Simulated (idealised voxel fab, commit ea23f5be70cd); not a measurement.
The document below concerns the process module designated voxel wiring stack.
FYI the section here is cut, 270 nm wide, cells are 5 nm squares.
Cross-section layout: square cells on a grid; listed as bands, top to bottom; a band spans one or more cell rows.
Band: top height; bottom height; in nm. Then, left to right: material with width in nm, for each material. "all across": a single material spanning edge to edge. "blank": empty space.
Basically, 0 is our baseline, since under it the wafer straight out of the box is all one material. The bottom band has no lower end and keeps on going down, so it looks like "0 and below".
Per-row width for "30 to 40": begins at first number (top row of band), ends at second number (bottom row), increment between rows held constant.
"no change", as given for a step, is the statement that not any cell of the cross-section underwent a change during that step.
Look at "Non-vented voids" for the closed voids: empty spaces with no open path to the top, sized 8 cells or up. Each is width x height at distance, distance from the left edge, all nm.
It should be noted that, on the line of a given step, the content following the step's settings is a remark produced by the simulator itself with respect to that step.
Steps that use a mask can have "overlay nm" on their line. It says how far the mask sat to the right of where it was meant to be. Negative means to the left.
This section lists the process steps that were planned
1. RECEIVE: material Si
2. CONFORMAL_DEP: material SiO2, thk nm 15
3. CONFORMAL_DEP: material SiCN, thk nm 5
4. DIRECTIONAL_DEP: material SiO2, thk nm 25
5. MASKED_ETCH: tone open, mask id METAL_1, width nm 20, pitch nm 40, etch materials SiO2, depth nm 25, overlay nm 0
6. MASKED_ETCH: tone open, mask id METAL_1, width nm 20, pitch nm 40, etch materials SiCN, depth nm 5, overlay nm 0
7. CONFORMAL_DEP: material TiN, thk nm 5
8. FILL_DEP: material Cu, thk nm 5
9. CMP: height nm 45
10. EPI: material Ru, thk nm 5
11. FILL_DEP: material SiCN, thk nm 5
12. DIRECTIONAL_DEP: material lowk, thk nm 10
13. MASKED_ETCH: tone open, mask id PLUG_1, width nm 15, pitch nm 40, etch materials lowk, depth nm 10, overlay nm 0
14. MASKED_ETCH: tone open, mask id PLUG_1, width nm 15, pitch nm 40, etch materials SiCN, depth nm 5, overlay nm 0
15. CONFORMAL_DEP: material TiN, thk nm 5
16. FILL_DEP: material W, thk nm 10
17. CMP: height nm 65
18. DIRECTIONAL_DEP: material TiN, thk nm 5
19. DIRECTIONAL_DEP: material W, thk nm 25
20. MASKED_ETCH: tone cover, mask id METAL_2, width nm 20, pitch nm 40, etch materials W, depth nm 25, overlay nm 0
21. MASKED_ETCH: tone cover, mask id METAL_2, width nm 20, pitch nm 40, etch materials TiN, depth nm 5, overlay nm 0
22. CONFORMAL_DEP: material SiCN, thk nm 5
23. FILL_DEP: material lowk, thk nm 10
24. CMP: height nm 95
25. CONFORMAL_DEP: material SiCN, thk nm 5
First wafer out of two, processed as planned
This is the cross-section of the wafer as we received it, i.e. after step 1
    0 and below | Si all across
    Non-vented voids: none
Sectional view: wafer, after step 2
    15 down to 0 | SiO2 all across
    No changes below 0.
Sectional view: wafer, after step 3
    20 down to 15 | SiCN all across
    No changes below 15.
Sectional view: wafer, after step 4
    45 down to 20 | SiO2 all across
    No changes below 20.
Sectional view: wafer, after step 5
    45 down to 20 | SiO2 (105), then blank (20), then SiO2 (20), then blank (20), then SiO2 (105)
    No changes below 20.
Sectional view: wafer, after step 6
    45 down to 20 | SiO2 (105), then blank (20), then SiO2 (20), then blank (20), then SiO2 (105)
    20 down to 15 | SiCN (105), then blank (20), then SiCN (20), then blank (20), then SiCN (105)
    No changes below 15.
Sectional view: wafer, after step 7
    50 down to 45 | TiN (110), then blank (10), then TiN (30), then blank (10), then TiN (110)
    45 down to 20 | SiO2 (105), then TiN (5), then blank (10), then TiN (5), then SiO2 (20), then TiN (5), then blank (10), then TiN (5), then SiO2 (105)
    20 down to 15 | SiCN (105), then TiN (20), then SiCN (20), then TiN (20), then SiCN (105)
    No changes below 15.
Sectional view: wafer, after step 8
    55 down to 50 | Cu all across
    50 down to 45 | TiN (110), then Cu (10), then TiN (30), then Cu (10), then TiN (110)
    45 down to 20 | SiO2 (105), then TiN (5), then Cu (10), then TiN (5), then SiO2 (20), then TiN (5), then Cu (10), then TiN (5), then SiO2 (105)
    No changes below 20.
Sectional view: wafer, after step 9
    45 down to 20 | SiO2 (105), then TiN (5), then Cu (10), then TiN (5), then SiO2 (20), then TiN (5), then Cu (10), then TiN (5), then SiO2 (105)
    No changes below 20.
Sectional view: wafer, after step 10
    50 down to 45 | blank (100), then Ru (30), then blank (10), then Ru (30), then blank (100)
    No changes below 45.
Sectional view: wafer, after step 11
    55 down to 50 | SiCN all across
    50 down to 45 | SiCN (100), then Ru (30), then SiCN (10), then Ru (30), then SiCN (100)
    No changes below 45.
Sectional view: wafer, after step 12
    65 down to 55 | lowk all across
    No changes below 55.
Sectional view: wafer, after step 13
    65 down to 55 | lowk (105), then blank (15), then lowk (25), then blank (15), then lowk (110)
    No changes below 55.
Sectional view: wafer, after step 14
    65 down to 55 | lowk (105), then blank (15), then lowk (25), then blank (15), then lowk (110)
    55 down to 50 | SiCN (105), then blank (15), then SiCN (25), then blank (15), then SiCN (110)
    No changes below 50.
Sectional view: wafer, after step 15
    70 down to 65 | TiN (110), then blank (5), then TiN (35), then blank (5), then TiN (115)
    65 down to 55 | lowk (105), then TiN (5), then blank (5), then TiN (5), then lowk (25), then TiN (5), then blank (5), then TiN (5), then lowk (110)
    55 down to 50 | SiCN (105), then TiN (15), then SiCN (25), then TiN (15), then SiCN (110)
    No changes below 50.
Sectional view: wafer, after step 16
    80 down to 70 | W all across
    70 down to 65 | TiN (110), then W (5), then TiN (35), then W (5), then TiN (115)
    65 down to 55 | lowk (105), then TiN (5), then W (5), then TiN (5), then lowk (25), then TiN (5), then W (5), then TiN (5), then lowk (110)
    No changes below 55.
Sectional view: wafer, after step 17
    65 down to 55 | lowk (105), then TiN (5), then W (5), then TiN (5), then lowk (25), then TiN (5), then W (5), then TiN (5), then lowk (110)
    No changes below 55.
Sectional view: wafer, after step 18
    70 down to 65 | TiN all across
    No changes below 65.
Sectional view: wafer, after step 19
    95 down to 70 | W all across
    No changes below 70.
Sectional view: wafer, after step 20
    95 down to 70 | blank (105), then W (20), then blank (20), then W (20), then blank (105)
    No changes below 70.
Sectional view: wafer, after step 21
    95 down to 70 | blank (105), then W (20), then blank (20), then W (20), then blank (105)
    70 down to 65 | blank (105), then TiN (20), then blank (20), then TiN (20), then blank (105)
    No changes below 65.
Sectional view: wafer, after step 22
    100 down to 95 | blank (100), then SiCN (30), then blank (10), then SiCN (30), then blank (100)
    95 down to 70 | blank (100), then SiCN (5), then W (20), then SiCN (5), then blank (10), then SiCN (5), then W (20), then SiCN (5), then blank (100)
    70 down to 65 | SiCN (105), then TiN (20), then SiCN (20), then TiN (20), then SiCN (105)
    No changes below 65.
Sectional view: wafer, after step 23
    110 down to 100 | lowk all across
    100 down to 95 | lowk (100), then SiCN (30), then lowk (10), then SiCN (30), then lowk (100)
    95 down to 70 | lowk (100), then SiCN (5), then W (20), then SiCN (5), then lowk (10), then SiCN (5), then W (20), then SiCN (5), then lowk (100)
    No changes below 70.
Sectional view: wafer, after step 24
    95 down to 70 | lowk (100), then SiCN (5), then W (20), then SiCN (5), then lowk (10), then SiCN (5), then W (20), then SiCN (5), then lowk (100)
    No changes below 70.
Sectional view: wafer, after step 25
    100 down to 95 | SiCN all across
    No changes below 95.
The second wafer was prepared from the same starting point and under the same plan as the first; its processing contained one mistake, and it remains indistinguishable from the first wafer up to and including step 12
At the planned end of step 13, the second wafer in cross-section
    65 down to 55 | lowk (100), then blank (25), then lowk (15), then blank (25), then lowk (105)
    No changes below 55.
At the planned end of step 14, the second wafer in cross-section
    65 down to 55 | lowk (100), then blank (25), then lowk (15), then blank (25), then lowk (105)
    55 down to 50 | SiCN (105), then blank (15), then SiCN (25), then blank (15), then SiCN (110)
    No changes below 50.
At the planned end of step 15, the second wafer in cross-section
    70 down to 65 | TiN (105), then blank (15), then TiN (25), then blank (15), then TiN (110)
    65 down to 55 | lowk (100), then TiN (5 to 10), then blank (15 to 5), then TiN (5 to 10), then lowk (15), then TiN (5 to 10), then blank (15 to 5), then TiN (5 to 10), then lowk (105)
    55 down to 50 | SiCN (105), then TiN (15), then SiCN (25), then TiN (15), then SiCN (110)
    No changes below 50.
At the planned end of step 16, the second wafer in cross-section
    80 down to 70 | W all across
    70 down to 65 | TiN (105), then W (15), then TiN (25), then W (15), then TiN (110)
    65 down to 55 | lowk (100), then TiN (5 to 10), then W (15 to 5), then TiN (5 to 10), then lowk (15), then TiN (5 to 10), then W (15 to 5), then TiN (5 to 10), then lowk (105)
    No changes below 55.
At the planned end of step 17, the second wafer in cross-section
    65 down to 55 | lowk (100), then TiN (5 to 10), then W (15 to 5), then TiN (5 to 10), then lowk (15), then TiN (5 to 10), then W (15 to 5), then TiN (5 to 10), then lowk (105)
    No changes below 55.
At the planned end of step 18, the second wafer in cross-section
    70 down to 65 | TiN all across
    No changes below 65.
At the planned end of step 19, the second wafer in cross-section
    95 down to 70 | W all across
    No changes below 70.
At the planned end of step 20, the second wafer in cross-section
    95 down to 70 | blank (105), then W (20), then blank (20), then W (20), then blank (105)
    No changes below 70.
At the planned end of step 21, the second wafer in cross-section
    95 down to 70 | blank (105), then W (20), then blank (20), then W (20), then blank (105)
    70 down to 65 | blank (105), then TiN (20), then blank (20), then TiN (20), then blank (105)
    No changes below 65.
At the planned end of step 22, the second wafer in cross-section
    100 down to 95 | blank (100), then SiCN (30), then blank (10), then SiCN (30), then blank (100)
    95 down to 70 | blank (100), then SiCN (5), then W (20), then SiCN (5), then blank (10), then SiCN (5), then W (20), then SiCN (5), then blank (100)
    70 down to 65 | SiCN (105), then TiN (20), then SiCN (20), then TiN (20), then SiCN (105)
    No changes below 65.
At the planned end of step 23, the second wafer in cross-section
    110 down to 100 | lowk all across
    100 down to 95 | lowk (100), then SiCN (30), then lowk (10), then SiCN (30), then lowk (100)
    95 down to 70 | lowk (100), then SiCN (5), then W (20), then SiCN (5), then lowk (10), then SiCN (5), then W (20), then SiCN (5), then lowk (100)
    No changes below 70.
At the planned end of step 24, the second wafer in cross-section
    95 down to 70 | lowk (100), then SiCN (5), then W (20), then SiCN (5), then lowk (10), then SiCN (5), then W (20), then SiCN (5), then lowk (100)
    No changes below 70.
At the planned end of step 25, the second wafer in cross-section
    100 down to 95 | SiCN all across
    No changes below 95.
Processing error: rather than as planned, step 13 actually ran as MASKED_ETCH: tone open, mask id PLUG_1, width nm 25, pitch nm 40, etch materials lowk, depth nm 10, overlay nm 0
Wrapping up, a cell-based count of both wafers puts the second over or under the first for these materials: TiN +4; W +4; lowk -8
